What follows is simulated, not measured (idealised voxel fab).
Herein follows the process module entitled voxel wiring stack.
The figure presents cross-section cut, which has a width of 225 nm and is divided into square cells with an edge length of 5 nm.
For the purposes of this document, a cross-section shall be understood as a grid of square cells, specified as bands listed in top-to-bottom order, each band consisting of one or more rows of cells. This entry defines a band. It first specifies the height of the band's top and the height of its bottom in nm, and then specifies the band's materials from left to right, stating each material with its width in nm. The word "everywhere" identifies a single material that fills the band from edge to edge, while the word "blank" identifies empty space. Heights are reckoned from 0. Under this level, the received wafer is all of one material. The bottommost band is open-ended downward, for example "top 0, no bottom". The two numbers in a width such as "30->40" mark its ends across the band: the first belongs to the top row of cells, the second to the bottom row, and from each row to the next the width moves by the same amount. "same as before" after a step means that no cell of the cross-section changed. The list in "Enclosed void list" covers empty spaces of 8 cells or more that cannot reach the top through any open way, and it gives each as width x height at distance; the distance is from the left edge, and width, height and distance are in nm. If you see something after the settings on a step's line, that's the simulator's own remark about that step. Steps that use a mask can have "overlay nm" on their line. It says how far the mask sat to the right of where it was meant to be. Negative means to the left.
THE PROCESS STEPS THAT WERE PLANNED ARE LISTED BELOW
step 1: RECEIVE | material Si
step 2: CONFORMAL_DEP | material SiO2 | thk nm 15
step 3: DIRECTIONAL_DEP | material TiN | thk nm 5
step 4: DIRECTIONAL_DEP | material Ru | thk nm 25
step 5: PATTERN | tone cover | mask id METAL_1 | material resist | width nm 25 | pitch nm 40 | thk nm 20 | overlay nm 0
step 6: DIRECTIONAL_ETCH | etch materials Ru | depth nm 25
step 7: DIRECTIONAL_ETCH | etch materials TiN | depth nm 5
step 8: STRIP | etch materials resist
step 9: FILL_DEP | material SiO2 | thk nm 5
step 10: CMP | height nm 45
step 11: CONFORMAL_DEP | material SiCN | thk nm 5
step 12: DIRECTIONAL_DEP | material SiO2 | thk nm 30
step 13: PATTERN | tone open | mask id METAL_2_HOLES | material resist | width nm 15 | pitch nm 40 | thk nm 15 | overlay nm 0
step 14: DIRECTIONAL_ETCH | etch materials SiO2 | depth nm 30
step 15: STRIP | etch materials resist
step 16: DIRECTIONAL_DEP | material aC | thk nm 15
step 17: PATTERN | tone open | mask id METAL_2 | material resist | width nm 25 | pitch nm 40 | thk nm 35 | overlay nm 0
step 18: DIRECTIONAL_ETCH | etch materials aC | depth nm 15
step 19: STRIP | etch materials resist
step 20: DIRECTIONAL_ETCH | etch materials SiO2 | depth nm 20
step 21: DIRECTIONAL_ETCH | etch materials SiCN | depth nm 5
step 22: STRIP | etch materials aC
step 23: CONFORMAL_DEP | material TiN | thk nm 5
step 24: FILL_DEP | material Ru | thk nm 10
step 25: CMP | height nm 80
step 26: CONFORMAL_DEP | material SiCN | thk nm 5
step 27: DIRECTIONAL_DEP | material SiO2 | thk nm 35
step 28: MASKED_ETCH | tone open | mask id METAL_3_HOLES | width nm 15 | etch materials SiO2 | depth nm 35 | overlay nm 0
step 29: DIRECTIONAL_DEP | material aC | thk nm 10
step 30: PATTERN | tone open | mask id METAL_3 | material resist | width nm 25 | pitch nm 40 | thk nm 25 | overlay nm 0
step 31: DIRECTIONAL_ETCH | etch materials aC | depth nm 10
step 32: STRIP | etch materials resist
step 33: DIRECTIONAL_ETCH | etch materials SiO2 | depth nm 20
step 34: DIRECTIONAL_ETCH | etch materials SiCN | depth nm 5
step 35: STRIP | etch materials aC
step 36: CONFORMAL_DEP | material TiN | thk nm 5
step 37: FILL_DEP | material Cu | thk nm 10
step 38: CMP | height nm 120
step 39: CONFORMAL_DEP | material SiCN | thk nm 5
step 40: DIRECTIONAL_DEP | material SiO2 | thk nm 25
step 41: PATTERN | tone open | mask id METAL_4_HOLES | material resist | width nm 15 | thk nm 15 | overlay nm 0
step 42: DIRECTIONAL_ETCH | etch materials SiO2 | depth nm 25
step 43: STRIP | etch materials resist
step 44: MASKED_ETCH | tone open | mask id METAL_4 | width nm 25 | pitch nm 40 | etch materials SiO2 | depth nm 15 | overlay nm 0
step 45: MASKED_ETCH | tone open | mask id METAL_4 | width nm 25 | pitch nm 40 | etch materials SiCN | depth nm 5 | overlay nm 0
step 46: CONFORMAL_DEP | material TiN | thk nm 5
step 47: FILL_DEP | material Ru | thk nm 10
step 48: CMP | height nm 150
step 49: CONFORMAL_DEP | material SiN | thk nm 5
THE FIRST WAFER OF TWO, PROCESSED AS PLANNED
THIS IS THE CROSS-SECTION OF THE WAFER AS WE RECEIVED IT, I.E. AFTER STEP 1
- top 0, no bottom = Si everywhere
- Enclosed void list: none
AFTER STEP 2: WAFER CROSS-SECTION
- top 15, bottom 0 = SiO2 everywhere
- Unchanged below 0.
AFTER STEP 3: WAFER CROSS-SECTION
- top 20, bottom 15 = TiN everywhere
- Unchanged below 15.
AFTER STEP 4: WAFER CROSS-SECTION
- top 45, bottom 20 = Ru everywhere
- Unchanged below 20.
AFTER STEP 5: WAFER CROSS-SECTION
- top 65, bottom 45 = blank 80 nm, resist 25 nm, blank 15 nm, resist 25 nm, blank 80 nm
- Unchanged below 45.
AFTER STEP 6: WAFER CROSS-SECTION
- top 65, bottom 45 = blank 80 nm, resist 25 nm, blank 15 nm, resist 25 nm, blank 80 nm
- top 45, bottom 20 = blank 80 nm, Ru 25 nm, blank 15 nm, Ru 25 nm, blank 80 nm
- Unchanged below 20.
AFTER STEP 7: WAFER CROSS-SECTION
- top 65, bottom 45 = blank 80 nm, resist 25 nm, blank 15 nm, resist 25 nm, blank 80 nm
- top 45, bottom 20 = blank 80 nm, Ru 25 nm, blank 15 nm, Ru 25 nm, blank 80 nm
- top 20, bottom 15 = blank 80 nm, TiN 25 nm, blank 15 nm, TiN 25 nm, blank 80 nm
- Unchanged below 15.
AFTER STEP 8: WAFER CROSS-SECTION
- top 45, bottom 20 = blank 80 nm, Ru 25 nm, blank 15 nm, Ru 25 nm, blank 80 nm
- Unchanged below 20.
AFTER STEP 9: WAFER CROSS-SECTION
- top 50, bottom 45 = SiO2 everywhere
- top 45, bottom 20 = SiO2 80 nm, Ru 25 nm, SiO2 15 nm, Ru 25 nm, SiO2 80 nm
- top 20, bottom 15 = SiO2 80 nm, TiN 25 nm, SiO2 15 nm, TiN 25 nm, SiO2 80 nm
- Unchanged below 15.
AFTER STEP 10: WAFER CROSS-SECTION
- top 45, bottom 20 = SiO2 80 nm, Ru 25 nm, SiO2 15 nm, Ru 25 nm, SiO2 80 nm
- Unchanged below 20.
AFTER STEP 11: WAFER CROSS-SECTION
- top 50, bottom 45 = SiCN everywhere
- Unchanged below 45.
AFTER STEP 12: WAFER CROSS-SECTION
- top 80, bottom 50 = SiO2 everywhere
- Unchanged below 50.
AFTER STEP 13: WAFER CROSS-SECTION
- top 95, bottom 80 = resist 80 nm, blank 15 nm, resist 25 nm, blank 15 nm, resist 90 nm
- Unchanged below 80.
AFTER STEP 14: WAFER CROSS-SECTION
- top 95, bottom 80 = resist 80 nm, blank 15 nm, resist 25 nm, blank 15 nm, resist 90 nm
- top 80, bottom 50 = SiO2 80 nm, blank 15 nm, SiO2 25 nm, blank 15 nm, SiO2 90 nm
- Unchanged below 50.
AFTER STEP 15: WAFER CROSS-SECTION
- top 80, bottom 50 = SiO2 80 nm, blank 15 nm, SiO2 25 nm, blank 15 nm, SiO2 90 nm
- Unchanged below 50.
AFTER STEP 16: WAFER CROSS-SECTION
- top 95, bottom 80 = aC 80 nm, blank 15 nm, aC 25 nm, blank 15 nm, aC 90 nm
- top 80, bottom 65 = SiO2 80 nm, blank 15 nm, SiO2 25 nm, blank 15 nm, SiO2 90 nm
- top 65, bottom 50 = SiO2 80 nm, aC 15 nm, SiO2 25 nm, aC 15 nm, SiO2 90 nm
- Unchanged below 50.
AFTER STEP 17: WAFER CROSS-SECTION
- top 130, bottom 95 = resist 80 nm, blank 25 nm, resist 15 nm, blank 25 nm, resist 80 nm
- Unchanged below 95.
AFTER STEP 18: WAFER CROSS-SECTION
- top 115, bottom 95 = resist 80 nm, blank 25 nm, resist 15 nm, blank 25 nm, resist 80 nm
- top 95, bottom 80 = aC 80 nm, blank 25 nm, aC 15 nm, blank 25 nm, aC 80 nm
- top 80, bottom 50 = SiO2 80 nm, blank 15 nm, SiO2 25 nm, blank 15 nm, SiO2 90 nm
- Unchanged below 50.
AFTER STEP 19: WAFER CROSS-SECTION
- top 95, bottom 80 = aC 80 nm, blank 25 nm, aC 15 nm, blank 25 nm, aC 80 nm
- Unchanged below 80.
AFTER STEP 20: WAFER CROSS-SECTION
- top 95, bottom 80 = aC 80 nm, blank 25 nm, aC 15 nm, blank 25 nm, aC 80 nm
- top 80, bottom 60 = SiO2 80 nm, blank 25 nm, SiO2 15 nm, blank 25 nm, SiO2 80 nm
- Unchanged below 60.
AFTER STEP 21: WAFER CROSS-SECTION
- top 95, bottom 80 = aC 80 nm, blank 25 nm, aC 15 nm, blank 25 nm, aC 80 nm
- top 80, bottom 60 = SiO2 80 nm, blank 25 nm, SiO2 15 nm, blank 25 nm, SiO2 80 nm
- top 60, bottom 50 = SiO2 80 nm, blank 15 nm, SiO2 25 nm, blank 15 nm, SiO2 90 nm
- top 50, bottom 45 = SiCN 80 nm, blank 15 nm, SiCN 25 nm, blank 15 nm, SiCN 90 nm
- Unchanged below 45.
AFTER STEP 22: WAFER CROSS-SECTION
- top 80, bottom 60 = SiO2 80 nm, blank 25 nm, SiO2 15 nm, blank 25 nm, SiO2 80 nm
- Unchanged below 60.
AFTER STEP 23: WAFER CROSS-SECTION
- top 85, bottom 80 = TiN 85 nm, blank 15 nm, TiN 25 nm, blank 15 nm, TiN 85 nm
- top 80, bottom 65 = SiO2 80 nm, TiN 5 nm, blank 15 nm, TiN 5 nm, SiO2 15 nm, TiN 5 nm, blank 15 nm, TiN 5 nm, SiO2 80 nm
- top 65, bottom 60 = SiO2 80 nm, TiN 5 nm, blank 5 nm, TiN 15 nm, SiO2 15 nm, TiN 5 nm, blank 5 nm, TiN 15 nm, SiO2 80 nm
- top 60, bottom 50 = SiO2 80 nm, TiN 5 nm, blank 5 nm, TiN 5 nm, SiO2 25 nm, TiN 5 nm, blank 5 nm, TiN 5 nm, SiO2 90 nm
- top 50, bottom 45 = SiCN 80 nm, TiN 15 nm, SiCN 25 nm, TiN 15 nm, SiCN 90 nm
- Unchanged below 45.
AFTER STEP 24: WAFER CROSS-SECTION
- top 95, bottom 85 = Ru everywhere
- top 85, bottom 80 = TiN 85 nm, Ru 15 nm, TiN 25 nm, Ru 15 nm, TiN 85 nm
- top 80, bottom 65 = SiO2 80 nm, TiN 5 nm, Ru 15 nm, TiN 5 nm, SiO2 15 nm, TiN 5 nm, Ru 15 nm, TiN 5 nm, SiO2 80 nm
- top 65, bottom 60 = SiO2 80 nm, TiN 5 nm, Ru 5 nm, TiN 15 nm, SiO2 15 nm, TiN 5 nm, Ru 5 nm, TiN 15 nm, SiO2 80 nm
- top 60, bottom 50 = SiO2 80 nm, TiN 5 nm, Ru 5 nm, TiN 5 nm, SiO2 25 nm, TiN 5 nm, Ru 5 nm, TiN 5 nm, SiO2 90 nm
- Unchanged below 50.
AFTER STEP 25: WAFER CROSS-SECTION
- top 80, bottom 65 = SiO2 80 nm, TiN 5 nm, Ru 15 nm, TiN 5 nm, SiO2 15 nm, TiN 5 nm, Ru 15 nm, TiN 5 nm, SiO2 80 nm
- Unchanged below 65.
AFTER STEP 26: WAFER CROSS-SECTION
- top 85, bottom 80 = SiCN everywhere
- Unchanged below 80.
AFTER STEP 27: WAFER CROSS-SECTION
- top 120, bottom 85 = SiO2 everywhere
- Unchanged below 85.
AFTER STEP 28: WAFER CROSS-SECTION
- top 120, bottom 85 = SiO2 80 nm, blank 15 nm, SiO2 130 nm
- Unchanged below 85.
AFTER STEP 29: WAFER CROSS-SECTION
- top 130, bottom 120 = aC 80 nm, blank 15 nm, aC 130 nm
- top 120, bottom 95 = SiO2 80 nm, blank 15 nm, SiO2 130 nm
- top 95, bottom 85 = SiO2 80 nm, aC 15 nm, SiO2 130 nm
- Unchanged below 85.
AFTER STEP 30: WAFER CROSS-SECTION
- top 155, bottom 130 = resist 80 nm, blank 25 nm, resist 15 nm, blank 25 nm, resist 80 nm
- Unchanged below 130.
AFTER STEP 31: WAFER CROSS-SECTION
- top 145, bottom 130 = resist 80 nm, blank 25 nm, resist 15 nm, blank 25 nm, resist 80 nm
- top 130, bottom 120 = aC 80 nm, blank 25 nm, aC 15 nm, blank 25 nm, aC 80 nm
- top 120, bottom 85 = SiO2 80 nm, blank 15 nm, SiO2 130 nm
- Unchanged below 85.
AFTER STEP 32: WAFER CROSS-SECTION
- top 130, bottom 120 = aC 80 nm, blank 25 nm, aC 15 nm, blank 25 nm, aC 80 nm
- Unchanged below 120.
AFTER STEP 33: WAFER CROSS-SECTION
- top 130, bottom 120 = aC 80 nm, blank 25 nm, aC 15 nm, blank 25 nm, aC 80 nm
- top 120, bottom 100 = SiO2 80 nm, blank 25 nm, SiO2 15 nm, blank 25 nm, SiO2 80 nm
- Unchanged below 100.
AFTER STEP 34: WAFER CROSS-SECTION
- top 130, bottom 120 = aC 80 nm, blank 25 nm, aC 15 nm, blank 25 nm, aC 80 nm
- top 120, bottom 100 = SiO2 80 nm, blank 25 nm, SiO2 15 nm, blank 25 nm, SiO2 80 nm
- top 100, bottom 85 = SiO2 80 nm, blank 15 nm, SiO2 130 nm
- top 85, bottom 80 = SiCN 80 nm, blank 15 nm, SiCN 130 nm
- Unchanged below 80.
AFTER STEP 35: WAFER CROSS-SECTION
- top 120, bottom 100 = SiO2 80 nm, blank 25 nm, SiO2 15 nm, blank 25 nm, SiO2 80 nm
- Unchanged below 100.
AFTER STEP 36: WAFER CROSS-SECTION
- top 125, bottom 120 = TiN 85 nm, blank 15 nm, TiN 25 nm, blank 15 nm, TiN 85 nm
- top 120, bottom 105 = SiO2 80 nm, TiN 5 nm, blank 15 nm, TiN 5 nm, SiO2 15 nm, TiN 5 nm, blank 15 nm, TiN 5 nm, SiO2 80 nm
- top 105, bottom 100 = SiO2 80 nm, TiN 5 nm, blank 5 nm, TiN 15 nm, SiO2 15 nm, TiN 25 nm, SiO2 80 nm
- top 100, bottom 85 = SiO2 80 nm, TiN 5 nm, blank 5 nm, TiN 5 nm, SiO2 130 nm
- top 85, bottom 80 = SiCN 80 nm, TiN 15 nm, SiCN 130 nm
- Unchanged below 80.
AFTER STEP 37: WAFER CROSS-SECTION
- top 135, bottom 125 = Cu everywhere
- top 125, bottom 120 = TiN 85 nm, Cu 15 nm, TiN 25 nm, Cu 15 nm, TiN 85 nm
- top 120, bottom 105 = SiO2 80 nm, TiN 5 nm, Cu 15 nm, TiN 5 nm, SiO2 15 nm, TiN 5 nm, Cu 15 nm, TiN 5 nm, SiO2 80 nm
- top 105, bottom 100 = SiO2 80 nm, TiN 5 nm, Cu 5 nm, TiN 15 nm, SiO2 15 nm, TiN 25 nm, SiO2 80 nm
- top 100, bottom 85 = SiO2 80 nm, TiN 5 nm, Cu 5 nm, TiN 5 nm, SiO2 130 nm
- Unchanged below 85.
AFTER STEP 38: WAFER CROSS-SECTION
- top 120, bottom 105 = SiO2 80 nm, TiN 5 nm, Cu 15 nm, TiN 5 nm, SiO2 15 nm, TiN 5 nm, Cu 15 nm, TiN 5 nm, SiO2 80 nm
- Unchanged below 105.
AFTER STEP 39: WAFER CROSS-SECTION
- top 125, bottom 120 = SiCN everywhere
- Unchanged below 120.
AFTER STEP 40: WAFER CROSS-SECTION
- top 150, bottom 125 = SiO2 everywhere
- Unchanged below 125.
AFTER STEP 41: WAFER CROSS-SECTION
- top 165, bottom 150 = resist 80 nm, blank 15 nm, resist 130 nm
- Unchanged below 150.
AFTER STEP 42: WAFER CROSS-SECTION
- top 165, bottom 150 = resist 80 nm, blank 15 nm, resist 130 nm
- top 150, bottom 125 = SiO2 80 nm, blank 15 nm, SiO2 130 nm
- Unchanged below 125.
AFTER STEP 43: WAFER CROSS-SECTION
- top 150, bottom 125 = SiO2 80 nm, blank 15 nm, SiO2 130 nm
- Unchanged below 125.
AFTER STEP 44: WAFER CROSS-SECTION
- top 150, bottom 135 = SiO2 80 nm, blank 25 nm, SiO2 15 nm, blank 25 nm, SiO2 80 nm
- Unchanged below 135.
AFTER STEP 45: WAFER CROSS-SECTION
- top 150, bottom 135 = SiO2 80 nm, blank 25 nm, SiO2 15 nm, blank 25 nm, SiO2 80 nm
- top 135, bottom 125 = SiO2 80 nm, blank 15 nm, SiO2 130 nm
- top 125, bottom 120 = SiCN 80 nm, blank 15 nm, SiCN 130 nm
- Unchanged below 120.
AFTER STEP 46: WAFER CROSS-SECTION
- top 155, bottom 150 = TiN 85 nm, blank 15 nm, TiN 25 nm, blank 15 nm, TiN 85 nm
- top 150, bottom 140 = SiO2 80 nm, TiN 5 nm, blank 15 nm, TiN 5 nm, SiO2 15 nm, TiN 5 nm, blank 15 nm, TiN 5 nm, SiO2 80 nm
- top 140, bottom 135 = SiO2 80 nm, TiN 5 nm, blank 5 nm, TiN 15 nm, SiO2 15 nm, TiN 25 nm, SiO2 80 nm
- top 135, bottom 125 = SiO2 80 nm, TiN 5 nm, blank 5 nm, TiN 5 nm, SiO2 130 nm
- top 125, bottom 120 = SiCN 80 nm, TiN 15 nm, SiCN 130 nm
- Unchanged below 120.
AFTER STEP 47: WAFER CROSS-SECTION
- top 165, bottom 155 = Ru everywhere
- top 155, bottom 150 = TiN 85 nm, Ru 15 nm, TiN 25 nm, Ru 15 nm, TiN 85 nm
- top 150, bottom 140 = SiO2 80 nm, TiN 5 nm, Ru 15 nm, TiN 5 nm, SiO2 15 nm, TiN 5 nm, Ru 15 nm, TiN 5 nm, SiO2 80 nm
- top 140, bottom 135 = SiO2 80 nm, TiN 5 nm, Ru 5 nm, TiN 15 nm, SiO2 15 nm, TiN 25 nm, SiO2 80 nm
- top 135, bottom 125 = SiO2 80 nm, TiN 5 nm, Ru 5 nm, TiN 5 nm, SiO2 130 nm
- Unchanged below 125.
AFTER STEP 48: WAFER CROSS-SECTION
- top 150, bottom 140 = SiO2 80 nm, TiN 5 nm, Ru 15 nm, TiN 5 nm, SiO2 15 nm, TiN 5 nm, Ru 15 nm, TiN 5 nm, SiO2 80 nm
- Unchanged below 140.
AFTER STEP 49: WAFER CROSS-SECTION
- top 155, bottom 150 = SiN everywhere
- Unchanged below 150.
HERE THE SECOND WAFER IS DESCRIBED. ITS START AND ITS PLAN WERE THOSE OF THE FIRST WAFER. ITS RUN CONTAINED ONE MISTAKE. UP TO AND INCLUDING STEP 10, IT DID EXACTLY WHAT THE FIRST WAFER DID
WHEN STEP 11 SHOULD HAVE ENDED
- top 75, bottom 45 = SiO2 everywhere
- Unchanged below 45.
WHEN STEP 12 SHOULD HAVE ENDED
- top 80, bottom 75 = SiCN everywhere
- Unchanged below 75.
WHEN STEP 13 SHOULD HAVE ENDED
- top 95, bottom 80 = resist 80 nm, blank 15 nm, resist 25 nm, blank 15 nm, resist 90 nm
- Unchanged below 80.
when step 14 should have ended: same as before
WHEN STEP 15 SHOULD HAVE ENDED
- top 80, bottom 75 = SiCN everywhere
- Unchanged below 75.
WHEN STEP 16 SHOULD HAVE ENDED
- top 95, bottom 80 = aC everywhere
- Unchanged below 80.
WHEN STEP 17 SHOULD HAVE ENDED
- top 130, bottom 95 = resist 80 nm, blank 25 nm, resist 15 nm, blank 25 nm, resist 80 nm
- Unchanged below 95.
WHEN STEP 18 SHOULD HAVE ENDED
- top 115, bottom 95 = resist 80 nm, blank 25 nm, resist 15 nm, blank 25 nm, resist 80 nm
- top 95, bottom 80 = aC 80 nm, blank 25 nm, aC 15 nm, blank 25 nm, aC 80 nm
- Unchanged below 80.
WHEN STEP 19 SHOULD HAVE ENDED
- top 95, bottom 80 = aC 80 nm, blank 25 nm, aC 15 nm, blank 25 nm, aC 80 nm
- Unchanged below 80.
when step 20 should have ended: same as before
WHEN STEP 21 SHOULD HAVE ENDED
- top 95, bottom 80 = aC 80 nm, blank 25 nm, aC 15 nm, blank 25 nm, aC 80 nm
- top 80, bottom 75 = SiCN 80 nm, blank 25 nm, SiCN 15 nm, blank 25 nm, SiCN 80 nm
- Unchanged below 75.
WHEN STEP 22 SHOULD HAVE ENDED
- top 80, bottom 75 = SiCN 80 nm, blank 25 nm, SiCN 15 nm, blank 25 nm, SiCN 80 nm
- Unchanged below 75.
WHEN STEP 23 SHOULD HAVE ENDED
- top 85, bottom 80 = TiN 85 nm, blank 15 nm, TiN 25 nm, blank 15 nm, TiN 85 nm
- top 80, bottom 75 = SiCN 80 nm, TiN 25 nm, SiCN 15 nm, TiN 25 nm, SiCN 80 nm
- Unchanged below 75.
WHEN STEP 24 SHOULD HAVE ENDED
- top 95, bottom 85 = Ru everywhere
- top 85, bottom 80 = TiN 85 nm, Ru 15 nm, TiN 25 nm, Ru 15 nm, TiN 85 nm
- Unchanged below 80.
WHEN STEP 25 SHOULD HAVE ENDED
- top 80, bottom 75 = SiCN 80 nm, TiN 25 nm, SiCN 15 nm, TiN 25 nm, SiCN 80 nm
- Unchanged below 75.
WHEN STEP 26 SHOULD HAVE ENDED
- top 85, bottom 80 = SiCN everywhere
- Unchanged below 80.
WHEN STEP 27 SHOULD HAVE ENDED
- top 120, bottom 85 = SiO2 everywhere
- Unchanged below 85.
WHEN STEP 28 SHOULD HAVE ENDED
- top 120, bottom 85 = SiO2 80 nm, blank 15 nm, SiO2 130 nm
- Unchanged below 85.
WHEN STEP 29 SHOULD HAVE ENDED
- top 130, bottom 120 = aC 80 nm, blank 15 nm, aC 130 nm
- top 120, bottom 95 = SiO2 80 nm, blank 15 nm, SiO2 130 nm
- top 95, bottom 85 = SiO2 80 nm, aC 15 nm, SiO2 130 nm
- Unchanged below 85.
WHEN STEP 30 SHOULD HAVE ENDED
- top 155, bottom 130 = resist 80 nm, blank 25 nm, resist 15 nm, blank 25 nm, resist 80 nm
- Unchanged below 130.
WHEN STEP 31 SHOULD HAVE ENDED
- top 145, bottom 130 = resist 80 nm, blank 25 nm, resist 15 nm, blank 25 nm, resist 80 nm
- top 130, bottom 120 = aC 80 nm, blank 25 nm, aC 15 nm, blank 25 nm, aC 80 nm
- top 120, bottom 85 = SiO2 80 nm, blank 15 nm, SiO2 130 nm
- Unchanged below 85.
WHEN STEP 32 SHOULD HAVE ENDED
- top 130, bottom 120 = aC 80 nm, blank 25 nm, aC 15 nm, blank 25 nm, aC 80 nm
- Unchanged below 120.
WHEN STEP 33 SHOULD HAVE ENDED
- top 130, bottom 120 = aC 80 nm, blank 25 nm, aC 15 nm, blank 25 nm, aC 80 nm
- top 120, bottom 100 = SiO2 80 nm, blank 25 nm, SiO2 15 nm, blank 25 nm, SiO2 80 nm
- Unchanged below 100.
WHEN STEP 34 SHOULD HAVE ENDED
- top 130, bottom 120 = aC 80 nm, blank 25 nm, aC 15 nm, blank 25 nm, aC 80 nm
- top 120, bottom 100 = SiO2 80 nm, blank 25 nm, SiO2 15 nm, blank 25 nm, SiO2 80 nm
- top 100, bottom 85 = SiO2 80 nm, blank 15 nm, SiO2 130 nm
- top 85, bottom 80 = SiCN 80 nm, blank 15 nm, SiCN 130 nm
- Unchanged below 80.
WHEN STEP 35 SHOULD HAVE ENDED
- top 120, bottom 100 = SiO2 80 nm, blank 25 nm, SiO2 15 nm, blank 25 nm, SiO2 80 nm
- Unchanged below 100.
WHEN STEP 36 SHOULD HAVE ENDED
- top 125, bottom 120 = TiN 85 nm, blank 15 nm, TiN 25 nm, blank 15 nm, TiN 85 nm
- top 120, bottom 105 = SiO2 80 nm, TiN 5 nm, blank 15 nm, TiN 5 nm, SiO2 15 nm, TiN 5 nm, blank 15 nm, TiN 5 nm, SiO2 80 nm
- top 105, bottom 100 = SiO2 80 nm, TiN 5 nm, blank 5 nm, TiN 15 nm, SiO2 15 nm, TiN 25 nm, SiO2 80 nm
- top 100, bottom 85 = SiO2 80 nm, TiN 5 nm, blank 5 nm, TiN 5 nm, SiO2 130 nm
- top 85, bottom 80 = SiCN 80 nm, TiN 15 nm, SiCN 130 nm
- Unchanged below 80.
WHEN STEP 37 SHOULD HAVE ENDED
- top 135, bottom 125 = Cu everywhere
- top 125, bottom 120 = TiN 85 nm, Cu 15 nm, TiN 25 nm, Cu 15 nm, TiN 85 nm
- top 120, bottom 105 = SiO2 80 nm, TiN 5 nm, Cu 15 nm, TiN 5 nm, SiO2 15 nm, TiN 5 nm, Cu 15 nm, TiN 5 nm, SiO2 80 nm
- top 105, bottom 100 = SiO2 80 nm, TiN 5 nm, Cu 5 nm, TiN 15 nm, SiO2 15 nm, TiN 25 nm, SiO2 80 nm
- top 100, bottom 85 = SiO2 80 nm, TiN 5 nm, Cu 5 nm, TiN 5 nm, SiO2 130 nm
- Unchanged below 85.
WHEN STEP 38 SHOULD HAVE ENDED
- top 120, bottom 105 = SiO2 80 nm, TiN 5 nm, Cu 15 nm, TiN 5 nm, SiO2 15 nm, TiN 5 nm, Cu 15 nm, TiN 5 nm, SiO2 80 nm
- Unchanged below 105.
WHEN STEP 39 SHOULD HAVE ENDED
- top 125, bottom 120 = SiCN everywhere
- Unchanged below 120.
WHEN STEP 40 SHOULD HAVE ENDED
- top 150, bottom 125 = SiO2 everywhere
- Unchanged below 125.
WHEN STEP 41 SHOULD HAVE ENDED
- top 165, bottom 150 = resist 80 nm, blank 15 nm, resist 130 nm
- Unchanged below 150.
WHEN STEP 42 SHOULD HAVE ENDED
- top 165, bottom 150 = resist 80 nm, blank 15 nm, resist 130 nm
- top 150, bottom 125 = SiO2 80 nm, blank 15 nm, SiO2 130 nm
- Unchanged below 125.
WHEN STEP 43 SHOULD HAVE ENDED
- top 150, bottom 125 = SiO2 80 nm, blank 15 nm, SiO2 130 nm
- Unchanged below 125.
WHEN STEP 44 SHOULD HAVE ENDED
- top 150, bottom 135 = SiO2 80 nm, blank 25 nm, SiO2 15 nm, blank 25 nm, SiO2 80 nm
- Unchanged below 135.
WHEN STEP 45 SHOULD HAVE ENDED
- top 150, bottom 135 = SiO2 80 nm, blank 25 nm, SiO2 15 nm, blank 25 nm, SiO2 80 nm
- top 135, bottom 125 = SiO2 80 nm, blank 15 nm, SiO2 130 nm
- top 125, bottom 120 = SiCN 80 nm, blank 15 nm, SiCN 130 nm
- Unchanged below 120.
WHEN STEP 46 SHOULD HAVE ENDED
- top 155, bottom 150 = TiN 85 nm, blank 15 nm, TiN 25 nm, blank 15 nm, TiN 85 nm
- top 150, bottom 140 = SiO2 80 nm, TiN 5 nm, blank 15 nm, TiN 5 nm, SiO2 15 nm, TiN 5 nm, blank 15 nm, TiN 5 nm, SiO2 80 nm
- top 140, bottom 135 = SiO2 80 nm, TiN 5 nm, blank 5 nm, TiN 15 nm, SiO2 15 nm, TiN 25 nm, SiO2 80 nm
- top 135, bottom 125 = SiO2 80 nm, TiN 5 nm, blank 5 nm, TiN 5 nm, SiO2 130 nm
- top 125, bottom 120 = SiCN 80 nm, TiN 15 nm, SiCN 130 nm
- Unchanged below 120.
WHEN STEP 47 SHOULD HAVE ENDED
- top 165, bottom 155 = Ru everywhere
- top 155, bottom 150 = TiN 85 nm, Ru 15 nm, TiN 25 nm, Ru 15 nm, TiN 85 nm
- top 150, bottom 140 = SiO2 80 nm, TiN 5 nm, Ru 15 nm, TiN 5 nm, SiO2 15 nm, TiN 5 nm, Ru 15 nm, TiN 5 nm, SiO2 80 nm
- top 140, bottom 135 = SiO2 80 nm, TiN 5 nm, Ru 5 nm, TiN 15 nm, SiO2 15 nm, TiN 25 nm, SiO2 80 nm
- top 135, bottom 125 = SiO2 80 nm, TiN 5 nm, Ru 5 nm, TiN 5 nm, SiO2 130 nm
- Unchanged below 125.
WHEN STEP 48 SHOULD HAVE ENDED
- top 150, bottom 140 = SiO2 80 nm, TiN 5 nm, Ru 15 nm, TiN 5 nm, SiO2 15 nm, TiN 5 nm, Ru 15 nm, TiN 5 nm, SiO2 80 nm
- Unchanged below 140.
WHEN STEP 49 SHOULD HAVE ENDED
- top 155, bottom 150 = SiN everywhere
- Unchanged below 150.
Where did the run depart from the plan? the processing plan was not followed for steps 11 and 12, which were run with their positions exchanged
Looking at both finished wafers in cells, the second ends up ahead of or behind the first on some materials: 24 fewer of Ru; 4 fewer of SiCN; 52 more of SiO2; 24 fewer of TiN
